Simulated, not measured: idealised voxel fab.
Title: Process Module voxel transistor to metal
The cross-section shown here is cut; it is 275 nm wide and divided into square cells measuring 5 nm on a side.
A cross-section is written here as square cells arranged in a grid, and it is given in bands from the top down, each band taking up one or more rows of cells. It is stipulated that each band's entry specify, in nanometres, the height of the top of the band and then that of its bottom, followed by the materials of the band in left-to-right sequence, each together with its width in nanometres. A single material marked by the word "edge to edge" is understood to fill the band from edge to edge; the word "empty" is understood to denote empty space. Height datum 0, below which the as-received substrate wafer is one material. Lowest band open at the bottom, running downward: "from 0 down". Width "30..40": first value at the band's top row of cells, second value at its bottom row, equal change from row to row. It should be understood that the words "no change", when stated for a given step, signify that the cross-section underwent no change in any of its cells during that step. "Completely sealed voids" contains a list of empty spaces, each no smaller than 8 cells and without an open way to the top, written in the form width x height at distance with the distance from the left edge and all three in nm. Where a step's line continues beyond its settings, the continuation is a remark by the simulator itself on that step. "overlay nm" denotes, for a step that has a mask, the displacement of the mask to the right of its planned place, with negative values corresponding to the left.
Process steps foreseen in the plan
step 1: RECEIVE with material Si
step 2: OXIDIZE with depth nm 5
step 3: CONFORMAL_DEP with material SiN, thk nm 15
step 4: PATTERN with tone cover, mask id ACTIVE, material resist, width nm 100, pitch nm 125, thk nm 15, overlay nm 0
step 5: DIRECTIONAL_ETCH with etch materials SiN, depth nm 15
step 6: DIRECTIONAL_ETCH with etch materials SiO2, depth nm 5
step 7: DIRECTIONAL_ETCH with etch materials Si, depth nm 35
step 8: STRIP with etch materials resist
step 9: FILL_DEP with material SiO2, thk nm 10
step 10: CMP with height nm 15
step 11: SELECTIVE_ETCH with etch materials SiO2, depth nm 10
step 12: STRIP with etch materials SiN
step 13: SELECTIVE_ETCH with etch materials SiO2, depth nm 5
step 14: OXIDIZE with depth nm 5
step 15: DIRECTIONAL_DEP with material polySi, thk nm 30
step 16: DIRECTIONAL_DEP with material SiCN, thk nm 10
step 17: PATTERN with tone cover, mask id GATE, material resist, width nm 20, pitch nm 125, thk nm 15, overlay nm 0
step 18: DIRECTIONAL_ETCH with etch materials SiCN, depth nm 20
step 19: DIRECTIONAL_ETCH with etch materials polySi, depth nm 40
step 20: STRIP with etch materials resist
step 21: CONFORMAL_DEP with material SiO2, thk nm 5
step 22: DIRECTIONAL_ETCH with etch materials SiO2, depth nm 5
step 23: CONFORMAL_DEP with material SiN, thk nm 10
step 24: DIRECTIONAL_ETCH with etch materials SiN, depth nm 10
step 25: DIRECTIONAL_ETCH with etch materials SiO2, depth nm 5
step 26: EPI with material pSi, thk nm 5
step 27: FILL_DEP with material SiO2, thk nm 5
step 28: CMP with height nm 35
step 29: DIRECTIONAL_DEP with material SiO2, thk nm 15
step 30: PATTERN with tone open, mask id CONTACT, material resist, width nm 15, thk nm 20, overlay nm 0
step 31: DIRECTIONAL_ETCH with etch materials SiO2, depth nm 55
step 32: STRIP with etch materials resist
step 33: CONFORMAL_DEP with material TiN, thk nm 5
step 34: FILL_DEP with material Ru, thk nm 10
step 35: CMP with height nm 50
step 36: CONFORMAL_DEP with material SiN, thk nm 5
step 37: DIRECTIONAL_DEP with material SiO2, thk nm 15
step 38: MASKED_ETCH with tone open, mask id METAL_1, width nm 15, etch materials SiO2, depth nm 15, overlay nm 0
step 39: MASKED_ETCH with tone open, mask id METAL_1, width nm 15, etch materials SiN, depth nm 5, overlay nm 0
step 40: CONFORMAL_DEP with material TiN, thk nm 5
step 41: FILL_DEP with material Cu, thk nm 10
step 42: CMP with height nm 70
step 43: EPI with material Ru, thk nm 5
step 44: FILL_DEP with material SiCN, thk nm 5
step 45: DIRECTIONAL_DEP with material lowk, thk nm 35
step 46: DIRECTIONAL_DEP with material aC, thk nm 15
step 47: PATTERN with tone open, mask id METAL_2, material resist, width nm 15, pitch nm 125, thk nm 35, overlay nm 0
step 48: DIRECTIONAL_ETCH with etch materials aC, depth nm 15
step 49: STRIP with etch materials resist
step 50: DIRECTIONAL_ETCH with etch materials lowk, depth nm 20
step 51: STRIP with etch materials aC
step 52: PATTERN with tone open, mask id METAL_2_HOLES, material resist, width nm 15, pitch nm 125, thk nm 15, overlay nm 0
step 53: DIRECTIONAL_ETCH with etch materials lowk, depth nm 15
step 54: DIRECTIONAL_ETCH with etch materials SiCN, depth nm 5
step 55: STRIP with etch materials resist
step 56: CONFORMAL_DEP with material TiN, thk nm 5
step 57: FILL_DEP with material Cu, thk nm 5
step 58: CMP with height nm 115
step 59: CONFORMAL_DEP with material SiN, thk nm 5
Of two wafers, the first: run according to plan
Cross-section of the wafer at receipt, which is the condition after step 1
- from 0 down  Si edge to edge
- Completely sealed voids: none
after step 2
- from 0 to -5  SiO2 edge to edge
- Anything lower than -5 is untouched.
after step 3
- from 15 to 0  SiN edge to edge
- Anything lower than 0 is untouched.
after step 4
- from 30 to 15  empty 25; resist 100; empty 25; resist 100; empty 25
- Anything lower than 15 is untouched.
after step 5
- from 30 to 15  empty 25; resist 100; empty 25; resist 100; empty 25
- from 15 to 0  empty 25; SiN 100; empty 25; SiN 100; empty 25
- Anything lower than 0 is untouched.
after step 6
- from 30 to 15  empty 25; resist 100; empty 25; resist 100; empty 25
- from 15 to 0  empty 25; SiN 100; empty 25; SiN 100; empty 25
- from 0 to -5  empty 25; SiO2 100; empty 25; SiO2 100; empty 25
- Anything lower than -5 is untouched.
after step 7
- from 30 to 15  empty 25; resist 100; empty 25; resist 100; empty 25
- from 15 to 0  empty 25; SiN 100; empty 25; SiN 100; empty 25
- from 0 to -5  empty 25; SiO2 100; empty 25; SiO2 100; empty 25
- from -5 to -40  empty 25; Si 100; empty 25; Si 100; empty 25
- Anything lower than -40 is untouched.
after step 8
- from 15 to 0  empty 25; SiN 100; empty 25; SiN 100; empty 25
- Anything lower than 0 is untouched.
after step 9
- from 25 to 15  SiO2 edge to edge
- from 15 to 0  SiO2 25; SiN 100; SiO2 25; SiN 100; SiO2 25
- from 0 to -5  SiO2 edge to edge
- from -5 to -40  SiO2 25; Si 100; SiO2 25; Si 100; SiO2 25
- Anything lower than -40 is untouched.
after step 10
- from 15 to 0  SiO2 25; SiN 100; SiO2 25; SiN 100; SiO2 25
- Anything lower than 0 is untouched.
after step 11
- from 15 to 5  empty 25; SiN 100; empty 25; SiN 100; empty 25
- Anything lower than 5 is untouched.
after step 12
- from 5 to 0  SiO2 25; empty 100; SiO2 25; empty 100; SiO2 25
- Anything lower than 0 is untouched.
after step 13
- from 0 to -5  SiO2 20; empty 110; SiO2 15; empty 110; SiO2 20
- Anything lower than -5 is untouched.
after step 14
- from 0 to -5  SiO2 20; empty 110; SiO2 15; empty 110; SiO2 20
- from -5 to -10  SiO2 edge to edge
- Anything lower than -10 is untouched.
after step 15
- from 30 to 25  polySi 20; empty 110; polySi 15; empty 110; polySi 20
- from 25 to 0  polySi edge to edge
- from 0 to -5  SiO2 20; polySi 110; SiO2 15; polySi 110; SiO2 20
- Anything lower than -5 is untouched.
after step 16
- from 40 to 35  SiCN 20; empty 110; SiCN 15; empty 110; SiCN 20
- from 35 to 30  SiCN edge to edge
- from 30 to 25  polySi 20; SiCN 110; polySi 15; SiCN 110; polySi 20
- Anything lower than 25 is untouched.
after step 17
- from 55 to 40  empty 65; resist 20; empty 105; resist 20; empty 65
- from 40 to 35  SiCN 20; empty 45; resist 20; empty 45; SiCN 15; empty 45; resist 20; empty 45; SiCN 20
- Anything lower than 35 is untouched.
after step 18
- from 55 to 35  empty 65; resist 20; empty 105; resist 20; empty 65
- from 35 to 30  empty 65; SiCN 20; empty 105; SiCN 20; empty 65
- from 30 to 25  polySi 20; empty 45; SiCN 20; empty 45; polySi 15; empty 45; SiCN 20; empty 45; polySi 20
- Anything lower than 25 is untouched.
after step 19
- from 55 to 35  empty 65; resist 20; empty 105; resist 20; empty 65
- from 35 to 25  empty 65; SiCN 20; empty 105; SiCN 20; empty 65
- from 25 to 0  empty 65; polySi 20; empty 105; polySi 20; empty 65
- from 0 to -5  SiO2 20; empty 45; polySi 20; empty 45; SiO2 15; empty 45; polySi 20; empty 45; SiO2 20
- Anything lower than -5 is untouched.
after step 20
- from 35 to 25  empty 65; SiCN 20; empty 105; SiCN 20; empty 65
- Anything lower than 25 is untouched.
after step 21
- from 40 to 35  empty 60; SiO2 30; empty 95; SiO2 30; empty 60
- from 35 to 25  empty 60; SiO2 5; SiCN 20; SiO2 5; empty 95; SiO2 5; SiCN 20; SiO2 5; empty 60
- from 25 to 5  empty 60; SiO2 5; polySi 20; SiO2 5; empty 95; SiO2 5; polySi 20; SiO2 5; empty 60
- from 5 to 0  SiO2 25; empty 35; SiO2 5; polySi 20; SiO2 5; empty 35; SiO2 25; empty 35; SiO2 5; polySi 20; SiO2 5; empty 35; SiO2 25
- from 0 to -5  SiO2 65; polySi 20; SiO2 105; polySi 20; SiO2 65
- Anything lower than -5 is untouched.
after step 22
- from 35 to 25  empty 60; SiO2 5; SiCN 20; SiO2 5; empty 95; SiO2 5; SiCN 20; SiO2 5; empty 60
- from 25 to 0  empty 60; SiO2 5; polySi 20; SiO2 5; empty 95; SiO2 5; polySi 20; SiO2 5; empty 60
- from 0 to -5  SiO2 25; empty 35; SiO2 5; polySi 20; SiO2 5; empty 35; SiO2 25; empty 35; SiO2 5; polySi 20; SiO2 5; empty 35; SiO2 25
- Anything lower than -5 is untouched.
after step 23
- from 45 to 35  empty 50; SiN 50; empty 75; SiN 50; empty 50
- from 35 to 25  empty 50; SiN 10; SiO2 5; SiCN 20; SiO2 5; SiN 10; empty 75; SiN 10; SiO2 5; SiCN 20; SiO2 5; SiN 10; empty 50
- from 25 to 10  empty 50; SiN 10; SiO2 5; polySi 20; SiO2 5; SiN 10; empty 75; SiN 10; SiO2 5; polySi 20; SiO2 5; SiN 10; empty 50
- from 10 to 5  SiN 35; empty 15; SiN 10; SiO2 5; polySi 20; SiO2 5; SiN 10; empty 15; SiN 45; empty 15; SiN 10; SiO2 5; polySi 20; SiO2 5; SiN 10; empty 15; SiN 35
- from 5 to 0  SiN 60; SiO2 5; polySi 20; SiO2 5; SiN 95; SiO2 5; polySi 20; SiO2 5; SiN 60
- from 0 to -5  SiO2 25; SiN 35; SiO2 5; polySi 20; SiO2 5; SiN 35; SiO2 25; SiN 35; SiO2 5; polySi 20; SiO2 5; SiN 35; SiO2 25
- Anything lower than -5 is untouched.
after step 24
- from 35 to 25  empty 50; SiN 10; SiO2 5; SiCN 20; SiO2 5; SiN 10; empty 75; SiN 10; SiO2 5; SiCN 20; SiO2 5; SiN 10; empty 50
- from 25 to 0  empty 50; SiN 10; SiO2 5; polySi 20; SiO2 5; SiN 10; empty 75; SiN 10; SiO2 5; polySi 20; SiO2 5; SiN 10; empty 50
- from 0 to -5  SiO2 25; SiN 10; empty 15; SiN 10; SiO2 5; polySi 20; SiO2 5; SiN 10; empty 15; SiN 10; SiO2 25; SiN 10; empty 15; SiN 10; SiO2 5; polySi 20; SiO2 5; SiN 10; empty 15; SiN 10; SiO2 25
- Anything lower than -5 is untouched.
after step 25
- from 35 to 30  empty 50; SiN 10; empty 5; SiCN 20; empty 5; SiN 10; empty 75; SiN 10; empty 5; SiCN 20; empty 5; SiN 10; empty 50
- from 30 to 25  empty 50; SiN 10; SiO2 5; SiCN 20; SiO2 5; SiN 10; empty 75; SiN 10; SiO2 5; SiCN 20; SiO2 5; SiN 10; empty 50
- from 25 to 0  empty 50; SiN 10; SiO2 5; polySi 20; SiO2 5; SiN 10; empty 75; SiN 10; SiO2 5; polySi 20; SiO2 5; SiN 10; empty 50
- from 0 to -5  empty 25; SiN 10; empty 15; SiN 10; SiO2 5; polySi 20; SiO2 5; SiN 10; empty 15; SiN 10; empty 25; SiN 10; empty 15; SiN 10; SiO2 5; polySi 20; SiO2 5; SiN 10; empty 15; SiN 10; empty 25
- from -5 to -10  SiO2 35; empty 15; SiO2 50; empty 15; SiO2 45; empty 15; SiO2 50; empty 15; SiO2 35
- Anything lower than -10 is untouched.
after step 26
- from 35 to 30  empty 50; SiN 10; empty 5; SiCN 20; empty 5; SiN 10; empty 75; SiN 10; empty 5; SiCN 20; empty 5; SiN 10; empty 50
- from 30 to 25  empty 50; SiN 10; SiO2 5; SiCN 20; SiO2 5; SiN 10; empty 75; SiN 10; SiO2 5; SiCN 20; SiO2 5; SiN 10; empty 50
- from 25 to 0  empty 50; SiN 10; SiO2 5; polySi 20; SiO2 5; SiN 10; empty 75; SiN 10; SiO2 5; polySi 20; SiO2 5; SiN 10; empty 50
- from 0 to -5  empty 25; SiN 10; empty 15; SiN 10; SiO2 5; polySi 20; SiO2 5; SiN 10; empty 15; SiN 10; empty 25; SiN 10; empty 15; SiN 10; SiO2 5; polySi 20; SiO2 5; SiN 10; empty 15; SiN 10; empty 25
- from -5 to -10  SiO2 35; pSi 15; SiO2 50; pSi 15; SiO2 45; pSi 15; SiO2 50; pSi 15; SiO2 35
- Anything lower than -10 is untouched.
after step 27
- from 40 to 35  SiO2 edge to edge
- from 35 to 25  SiO2 50; SiN 10; SiO2 5; SiCN 20; SiO2 5; SiN 10; SiO2 75; SiN 10; SiO2 5; SiCN 20; SiO2 5; SiN 10; SiO2 50
- from 25 to 0  SiO2 50; SiN 10; SiO2 5; polySi 20; SiO2 5; SiN 10; SiO2 75; SiN 10; SiO2 5; polySi 20; SiO2 5; SiN 10; SiO2 50
- from 0 to -5  SiO2 25; SiN 10; SiO2 15; SiN 10; SiO2 5; polySi 20; SiO2 5; SiN 10; SiO2 15; SiN 10; SiO2 25; SiN 10; SiO2 15; SiN 10; SiO2 5; polySi 20; SiO2 5; SiN 10; SiO2 15; SiN 10; SiO2 25
- Anything lower than -5 is untouched.
after step 28
- from 35 to 25  SiO2 50; SiN 10; SiO2 5; SiCN 20; SiO2 5; SiN 10; SiO2 75; SiN 10; SiO2 5; SiCN 20; SiO2 5; SiN 10; SiO2 50
- Anything lower than 25 is untouched.
after step 29
- from 50 to 35  SiO2 edge to edge
- Anything lower than 35 is untouched.
after step 30
- from 70 to 50  resist 30; empty 15; resist 60; empty 15; resist 35; empty 15; resist 60; empty 15; resist 30
- Anything lower than 50 is untouched.
after step 31
- from 70 to 50  resist 30; empty 15; resist 60; empty 15; resist 35; empty 15; resist 60; empty 15; resist 30
- from 50 to 35  SiO2 30; empty 15; SiO2 60; empty 15; SiO2 35; empty 15; SiO2 60; empty 15; SiO2 30
- from 35 to 25  SiO2 30; empty 15; SiO2 5; SiN 10; SiO2 5; SiCN 20; SiO2 5; SiN 10; SiO2 5; empty 15; SiO2 35; empty 15; SiO2 5; SiN 10; SiO2 5; SiCN 20; SiO2 5; SiN 10; SiO2 5; empty 15; SiO2 30
- from 25 to 0  SiO2 30; empty 15; SiO2 5; SiN 10; SiO2 5; polySi 20; SiO2 5; SiN 10; SiO2 5; empty 15; SiO2 35; empty 15; SiO2 5; SiN 10; SiO2 5; polySi 20; SiO2 5; SiN 10; SiO2 5; empty 15; SiO2 30
- from 0 to -5  SiO2 25; SiN 10; empty 10; SiO2 5; SiN 10; SiO2 5; polySi 20; SiO2 5; SiN 10; SiO2 5; empty 10; SiN 10; SiO2 25; SiN 10; empty 10; SiO2 5; SiN 10; SiO2 5; polySi 20; SiO2 5; SiN 10; SiO2 5; empty 10; SiN 10; SiO2 25
- Anything lower than -5 is untouched.
after step 32
- from 50 to 35  SiO2 30; empty 15; SiO2 60; empty 15; SiO2 35; empty 15; SiO2 60; empty 15; SiO2 30
- Anything lower than 35 is untouched.
after step 33
- from 55 to 50  TiN 35; empty 5; TiN 70; empty 5; TiN 45; empty 5; TiN 70; empty 5; TiN 35
- from 50 to 35  SiO2 30; TiN 5; empty 5; TiN 5; SiO2 60; TiN 5; empty 5; TiN 5; SiO2 35; TiN 5; empty 5; TiN 5; SiO2 60; TiN 5; empty 5; TiN 5; SiO2 30
- from 35 to 25  SiO2 30; TiN 5; empty 5; TiN 5; SiO2 5; SiN 10; SiO2 5; SiCN 20; SiO2 5; SiN 10; SiO2 5; TiN 5; empty 5; TiN 5; SiO2 35; TiN 5; empty 5; TiN 5; SiO2 5; SiN 10; SiO2 5; SiCN 20; SiO2 5; SiN 10; SiO2 5; TiN 5; empty 5; TiN 5; SiO2 30
- from 25 to 5  SiO2 30; TiN 5; empty 5; TiN 5; SiO2 5; SiN 10; SiO2 5; polySi 20; SiO2 5; SiN 10; SiO2 5; TiN 5; empty 5; TiN 5; SiO2 35; TiN 5; empty 5; TiN 5; SiO2 5; SiN 10; SiO2 5; polySi 20; SiO2 5; SiN 10; SiO2 5; TiN 5; empty 5; TiN 5; SiO2 30
- from 5 to 0  SiO2 30; TiN 15; SiO2 5; SiN 10; SiO2 5; polySi 20; SiO2 5; SiN 10; SiO2 5; TiN 15; SiO2 35; TiN 15; SiO2 5; SiN 10; SiO2 5; polySi 20; SiO2 5; SiN 10; SiO2 5; TiN 15; SiO2 30
- from 0 to -5  SiO2 25; SiN 10; TiN 10; SiO2 5; SiN 10; SiO2 5; polySi 20; SiO2 5; SiN 10; SiO2 5; TiN 10; SiN 10; SiO2 25; SiN 10; TiN 10; SiO2 5; SiN 10; SiO2 5; polySi 20; SiO2 5; SiN 10; SiO2 5; TiN 10; SiN 10; SiO2 25
- Anything lower than -5 is untouched.
after step 34
- from 65 to 55  Ru edge to edge
- from 55 to 50  TiN 35; Ru 5; TiN 70; Ru 5; TiN 45; Ru 5; TiN 70; Ru 5; TiN 35
- from 50 to 35  SiO2 30; TiN 5; Ru 5; TiN 5; SiO2 60; TiN 5; Ru 5; TiN 5; SiO2 35; TiN 5; Ru 5; TiN 5; SiO2 60; TiN 5; Ru 5; TiN 5; SiO2 30
- from 35 to 25  SiO2 30; TiN 5; Ru 5; TiN 5; SiO2 5; SiN 10; SiO2 5; SiCN 20; SiO2 5; SiN 10; SiO2 5; TiN 5; Ru 5; TiN 5; SiO2 35; TiN 5; Ru 5; TiN 5; SiO2 5; SiN 10; SiO2 5; SiCN 20; SiO2 5; SiN 10; SiO2 5; TiN 5; Ru 5; TiN 5; SiO2 30
- from 25 to 5  SiO2 30; TiN 5; Ru 5; TiN 5; SiO2 5; SiN 10; SiO2 5; polySi 20; SiO2 5; SiN 10; SiO2 5; TiN 5; Ru 5; TiN 5; SiO2 35; TiN 5; Ru 5; TiN 5; SiO2 5; SiN 10; SiO2 5; polySi 20; SiO2 5; SiN 10; SiO2 5; TiN 5; Ru 5; TiN 5; SiO2 30
- Anything lower than 5 is untouched.
after step 35
- from 50 to 35  SiO2 30; TiN 5; Ru 5; TiN 5; SiO2 60; TiN 5; Ru 5; TiN 5; SiO2 35; TiN 5; Ru 5; TiN 5; SiO2 60; TiN 5; Ru 5; TiN 5; SiO2 30
- Anything lower than 35 is untouched.
after step 36
- from 55 to 50  SiN edge to edge
- Anything lower than 50 is untouched.
after step 37
- from 70 to 55  SiO2 edge to edge
- Anything lower than 55 is untouched.
after step 38
- from 70 to 55  SiO2 30; empty 15; SiO2 60; empty 15; SiO2 35; empty 15; SiO2 60; empty 15; SiO2 30
- Anything lower than 55 is untouched.
after step 39
- from 70 to 55  SiO2 30; empty 15; SiO2 60; empty 15; SiO2 35; empty 15; SiO2 60; empty 15; SiO2 30
- from 55 to 50  SiN 30; empty 15; SiN 60; empty 15; SiN 35; empty 15; SiN 60; empty 15; SiN 30
- Anything lower than 50 is untouched.
after step 40
- from 75 to 70  TiN 35; empty 5; TiN 70; empty 5; TiN 45; empty 5; TiN 70; empty 5; TiN 35
- from 70 to 55  SiO2 30; TiN 5; empty 5; TiN 5; SiO2 60; TiN 5; empty 5; TiN 5; SiO2 35; TiN 5; empty 5; TiN 5; SiO2 60; TiN 5; empty 5; TiN 5; SiO2 30
- from 55 to 50  SiN 30; TiN 15; SiN 60; TiN 15; SiN 35; TiN 15; SiN 60; TiN 15; SiN 30
- Anything lower than 50 is untouched.
after step 41
- from 85 to 75  Cu edge to edge
- from 75 to 70  TiN 35; Cu 5; TiN 70; Cu 5; TiN 45; Cu 5; TiN 70; Cu 5; TiN 35
- from 70 to 55  SiO2 30; TiN 5; Cu 5; TiN 5; SiO2 60; TiN 5; Cu 5; TiN 5; SiO2 35; TiN 5; Cu 5; TiN 5; SiO2 60; TiN 5; Cu 5; TiN 5; SiO2 30
- Anything lower than 55 is untouched.
after step 42
- from 70 to 55  SiO2 30; TiN 5; Cu 5; TiN 5; SiO2 60; TiN 5; Cu 5; TiN 5; SiO2 35; TiN 5; Cu 5; TiN 5; SiO2 60; TiN 5; Cu 5; TiN 5; SiO2 30
- Anything lower than 55 is untouched.
after step 43
- from 75 to 70  empty 25; Ru 25; empty 50; Ru 25; empty 25; Ru 25; empty 50; Ru 25; empty 25
- Anything lower than 70 is untouched.
after step 44
- from 80 to 75  SiCN edge to edge
- from 75 to 70  SiCN 25; Ru 25; SiCN 50; Ru 25; SiCN 25; Ru 25; SiCN 50; Ru 25; SiCN 25
- Anything lower than 70 is untouched.
after step 45
- from 115 to 80  lowk edge to edge
- Anything lower than 80 is untouched.
after step 46
- from 130 to 115  aC edge to edge
- Anything lower than 115 is untouched.
after step 47
- from 165 to 130  resist 30; empty 15; resist 110; empty 15; resist 105
- Anything lower than 130 is untouched.
after step 48
- from 150 to 130  resist 30; empty 15; resist 110; empty 15; resist 105
- from 130 to 115  aC 30; empty 15; aC 110; empty 15; aC 105
- Anything lower than 115 is untouched.
after step 49
- from 130 to 115  aC 30; empty 15; aC 110; empty 15; aC 105
- Anything lower than 115 is untouched.
after step 50
- from 130 to 115  aC 30; empty 15; aC 110; empty 15; aC 105
- from 115 to 95  lowk 30; empty 15; lowk 110; empty 15; lowk 105
- Anything lower than 95 is untouched.
after step 51
- from 115 to 95  lowk 30; empty 15; lowk 110; empty 15; lowk 105
- Anything lower than 95 is untouched.
after step 52
- from 130 to 115  resist 30; empty 15; resist 110; empty 15; resist 105
- Anything lower than 115 is untouched.
after step 53
- from 130 to 115  resist 30; empty 15; resist 110; empty 15; resist 105
- from 115 to 80  lowk 30; empty 15; lowk 110; empty 15; lowk 105
- Anything lower than 80 is untouched.
after step 54
- from 130 to 115  resist 30; empty 15; resist 110; empty 15; resist 105
- from 115 to 80  lowk 30; empty 15; lowk 110; empty 15; lowk 105
- from 80 to 75  SiCN 30; empty 15; SiCN 110; empty 15; SiCN 105
- Anything lower than 75 is untouched.
after step 55
- from 115 to 80  lowk 30; empty 15; lowk 110; empty 15; lowk 105
- Anything lower than 80 is untouched.
after step 56
- from 120 to 115  TiN 35; empty 5; TiN 120; empty 5; TiN 110
- from 115 to 80  lowk 30; TiN 5; empty 5; TiN 5; lowk 110; TiN 5; empty 5; TiN 5; lowk 105
- from 80 to 75  SiCN 30; TiN 15; SiCN 110; TiN 15; SiCN 105
- Anything lower than 75 is untouched.
after step 57
- from 125 to 120  Cu edge to edge
- from 120 to 115  TiN 35; Cu 5; TiN 120; Cu 5; TiN 110
- from 115 to 80  lowk 30; TiN 5; Cu 5; TiN 5; lowk 110; TiN 5; Cu 5; TiN 5; lowk 105
- Anything lower than 80 is untouched.
after step 58
- from 115 to 80  lowk 30; TiN 5; Cu 5; TiN 5; lowk 110; TiN 5; Cu 5; TiN 5; lowk 105
- Anything lower than 80 is untouched.
after step 59
- from 120 to 115  SiN edge to edge
- Anything lower than 115 is untouched.
Companion wafer, the second of two: same beginning, same intended sequence, one mistake in carrying it out; through step 36 inclusive it tracks the first exactly
What the second wafer looks like in cross-section when step 37 should have wrapped up: no change
What the second wafer looks like in cross-section when step 38 should have wrapped up: no change
What the second wafer looks like in cross-section when step 39 should have wrapped up
- from 55 to 50  SiN 30; empty 15; SiN 60; empty 15; SiN 35; empty 15; SiN 60; empty 15; SiN 30
- Anything lower than 50 is untouched.
What the second wafer looks like in cross-section when step 40 should have wrapped up
- from 60 to 55  TiN 35; empty 5; TiN 70; empty 5; TiN 45; empty 5; TiN 70; empty 5; TiN 35
- from 55 to 50  SiN 30; TiN 15; SiN 60; TiN 15; SiN 35; TiN 15; SiN 60; TiN 15; SiN 30
- Anything lower than 50 is untouched.
What the second wafer looks like in cross-section when step 41 should have wrapped up
- from 70 to 60  Cu edge to edge
- from 60 to 55  TiN 35; Cu 5; TiN 70; Cu 5; TiN 45; Cu 5; TiN 70; Cu 5; TiN 35
- Anything lower than 55 is untouched.
What the second wafer looks like in cross-section when step 42 should have wrapped up: no change
What the second wafer looks like in cross-section when step 43 should have wrapped up
- from 75 to 70  Ru edge to edge
- Anything lower than 70 is untouched.
What the second wafer looks like in cross-section when step 44 should have wrapped up
- from 80 to 75  SiCN edge to edge
- Anything lower than 75 is untouched.
What the second wafer looks like in cross-section when step 45 should have wrapped up
- from 115 to 80  lowk edge to edge
- Anything lower than 80 is untouched.
What the second wafer looks like in cross-section when step 46 should have wrapped up
- from 130 to 115  aC edge to edge
- Anything lower than 115 is untouched.
What the second wafer looks like in cross-section when step 47 should have wrapped up
- from 165 to 130  resist 30; empty 15; resist 110; empty 15; resist 105
- Anything lower than 130 is untouched.
What the second wafer looks like in cross-section when step 48 should have wrapped up
- from 150 to 130  resist 30; empty 15; resist 110; empty 15; resist 105
- from 130 to 115  aC 30; empty 15; aC 110; empty 15; aC 105
- Anything lower than 115 is untouched.
What the second wafer looks like in cross-section when step 49 should have wrapped up
- from 130 to 115  aC 30; empty 15; aC 110; empty 15; aC 105
- Anything lower than 115 is untouched.
What the second wafer looks like in cross-section when step 50 should have wrapped up
- from 130 to 115  aC 30; empty 15; aC 110; empty 15; aC 105
- from 115 to 95  lowk 30; empty 15; lowk 110; empty 15; lowk 105
- Anything lower than 95 is untouched.
What the second wafer looks like in cross-section when step 51 should have wrapped up
- from 115 to 95  lowk 30; empty 15; lowk 110; empty 15; lowk 105
- Anything lower than 95 is untouched.
What the second wafer looks like in cross-section when step 52 should have wrapped up
- from 130 to 115  resist 30; empty 15; resist 110; empty 15; resist 105
- Anything lower than 115 is untouched.
What the second wafer looks like in cross-section when step 53 should have wrapped up
- from 130 to 115  resist 30; empty 15; resist 110; empty 15; resist 105
- from 115 to 80  lowk 30; empty 15; lowk 110; empty 15; lowk 105
- Anything lower than 80 is untouched.
What the second wafer looks like in cross-section when step 54 should have wrapped up
- from 130 to 115  resist 30; empty 15; resist 110; empty 15; resist 105
- from 115 to 80  lowk 30; empty 15; lowk 110; empty 15; lowk 105
- from 80 to 75  SiCN 30; empty 15; SiCN 110; empty 15; SiCN 105
- Anything lower than 75 is untouched.
What the second wafer looks like in cross-section when step 55 should have wrapped up
- from 115 to 80  lowk 30; empty 15; lowk 110; empty 15; lowk 105
- Anything lower than 80 is untouched.
What the second wafer looks like in cross-section when step 56 should have wrapped up
- from 120 to 115  TiN 35; empty 5; TiN 120; empty 5; TiN 110
- from 115 to 80  lowk 30; TiN 5; empty 5; TiN 5; lowk 110; TiN 5; empty 5; TiN 5; lowk 105
- from 80 to 75  SiCN 30; TiN 15; SiCN 110; TiN 15; SiCN 105
- Anything lower than 75 is untouched.
What the second wafer looks like in cross-section when step 57 should have wrapped up
- from 125 to 120  Cu edge to edge
- from 120 to 115  TiN 35; Cu 5; TiN 120; Cu 5; TiN 110
- from 115 to 80  lowk 30; TiN 5; Cu 5; TiN 5; lowk 110; TiN 5; Cu 5; TiN 5; lowk 105
- Anything lower than 80 is untouched.
What the second wafer looks like in cross-section when step 58 should have wrapped up
- from 115 to 80  lowk 30; TiN 5; Cu 5; TiN 5; lowk 110; TiN 5; Cu 5; TiN 5; lowk 105
- Anything lower than 80 is untouched.
What the second wafer looks like in cross-section when step 59 should have wrapped up
- from 120 to 115  SiN edge to edge
- Anything lower than 115 is untouched.
Error vs. plan: the run left out plan step 37 entirely, so it was never executed
Final comparison by cell count, materials where the second wafer has more or fewer than the first: Cu: 102 more, Ru: 35 more, SiCN: 35 fewer, SiO2: 129 fewer, TiN: 27 more
